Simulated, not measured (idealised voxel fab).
process module | voxel plated lines
cross-section cut | 240 nm wide | cells 5 nm
A cross-section is a grid of square cells, given in bands from the top down. A band is one or more rows of cells.
Each band's line starts with the height of the band's top and of its bottom, in nm. Then come its materials from left to right, each with its width in nm. One material with "throughout" fills the band from edge to edge. "air" is empty space.
Height 0 is the level under which the wafer as received is all one material. The lowest band goes on downwards, as in "0 down".
A width such as "30 to 40" changes by the same amount from each row of cells to the next, from the band's top row to its bottom row.
"no change" after a step means that no cell of the cross-section changed.
closed voids: empty space of 8 cells or more with no open way to the top, each as width x height at its distance from the left edge, in nm
after a step's settings: what the simulator itself notes on the step
overlay nm, on a step with a mask: how far to the right of its planned place the mask lay; to the left if negative
plan
1 op RECEIVE | material Si
2 op CONFORMAL_DEP | material SiO2 | thk nm 5
3 op DIRECTIONAL_DEP | material TiN | thk nm 5
4 op PATTERN | tone open | mask id LINES | material resist | width nm 20 | pitch nm 45 | thk nm 35 | overlay nm 0
5 op EPI | material Ru | thk nm 10
6 op EPI | material Ru | thk nm 10
7 op EPI | material Ru | thk nm 10
8 op STRIP | etch materials resist
9 op DIRECTIONAL_ETCH | etch materials TiN | depth nm 5
10 op CONFORMAL_DEP | material SiCN | thk nm 5
varied across the wafers: width nm of step 4. The plan shows the first wafer's value. All wafers start alike
first wafer as received, after step 1
  0 down: Si throughout
  closed voids: none
each wafer at the end: cells of each material gained (+) or lost (-) since it was received, then its closed voids
width nm 20 | +72 Ru | +90 SiCN | +48 SiO2 | +12 TiN | closed voids: none
width nm 25 | +90 Ru | +90 SiCN | +48 SiO2 | +15 TiN | closed voids: none
width nm 30 | +108 Ru | +90 SiCN | +48 SiO2 | +18 TiN | closed voids: none
